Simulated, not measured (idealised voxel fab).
Process module name: voxel gate over fins
Cross-section cut: width 255 nm, square cells of 5 nm.
Cross-section = grid of square cells, listed top down in bands; band = one or more rows.
The band entry comprises the height of the band's top followed by the height of its bottom, expressed in nm, and subsequently the band's materials from left to right, each stated together with its width in nm. Where a single material is marked with the word "all across", that material fills the band from edge to edge. The word "blank" represents empty space.
Zero point of the height axis is 0; under it, received wafer = one material. Lowest band: continues down indefinitely, "0 and below".
Read "30 to 40" as a graded width: first number on top, second number at the bottom, same change between each pair of neighbouring rows.
Given "remained the same" for a step, no cell of the cross-section differs between before and after that step.
This entry, "Sealed internal cavities", enumerates those empty regions of no fewer than 8 cells that possess no open connection to the top. Each region is reported in the form width x height at distance, the distance being taken from the left edge, with all three quantities expressed in nm.
The remark found on a step's line after its settings is issued by the simulator itself and pertains to that step.
Among the settings permitted on a step's line is "overlay nm"; applied to a step with a mask, it specifies the extent to which the mask lay to the right of its planned position, whereas a negative figure signifies a position to the left.
Below is the list of planned process steps:
1 RECEIVE | material Si
2 CONFORMAL_DEP | material SiN | thk nm 5
3 DIRECTIONAL_DEP | material aC | thk nm 15
4 PATTERN | tone cover | mask id FINS | material resist | width nm 15 | pitch nm 45 | thk nm 35 | overlay nm 0
5 DIRECTIONAL_ETCH | etch materials aC | depth nm 15
6 STRIP | etch materials resist
7 DIRECTIONAL_ETCH | etch materials SiN | depth nm 5
8 DIRECTIONAL_ETCH | etch materials Si | depth nm 40
9 STRIP | etch materials aC
10 FILL_DEP | material SiO2 | thk nm 10
11 CMP | height nm 5
12 SELECTIVE_ETCH | etch materials SiO2 | depth nm 15
13 STRIP | etch materials SiN
14 CONFORMAL_DEP | material HfO2 | thk nm 5
15 CONFORMAL_DEP | material TiN | thk nm 5
16 CONFORMAL_DEP | material TiAl | thk nm 5
17 CONFORMAL_DEP | material TiN | thk nm 5
18 FILL_DEP | material W | thk nm 10
19 CMP | height nm 25
20 CONFORMAL_DEP | material SiCN | thk nm 10
Cross-section of the wafer upon arrival, representing the state reached after step 1:
	0 and below: Si all across
	Sealed internal cavities: none
Below is the wafer in cross-section after the module was completed. It began from the starting point shown above and followed the plan shown above, except that one mistake was made while running it:
	35 down to 25: SiCN all across
	25 down to 20: W all across
	20 down to 15: TiN all across
	15 down to 10: TiAl all across
	10 down to 5: TiN all across
	5 down to 0: HfO2=100 / TiN=5 / HfO2=40 / TiN=5 / HfO2=105
	0 down to -5: Si=95 / HfO2=5 / TiN=5 / HfO2=5 / Si=30 / HfO2=5 / TiN=5 / HfO2=5 / Si=100
	-5 down to -10: Si=95 / HfO2=15 / Si=30 / HfO2=15 / Si=100
	-10 down to -40: Si=95 / SiO2=15 / Si=30 / SiO2=15 / Si=100
	-40 and below: Si all across
	Sealed internal cavities: none
Against the plan, the run slipped here: not per plan at step 4, really ran PATTERN | tone open | mask id FINS | material resist | width nm 15 | pitch nm 45 | thk nm 35 | overlay nm 0
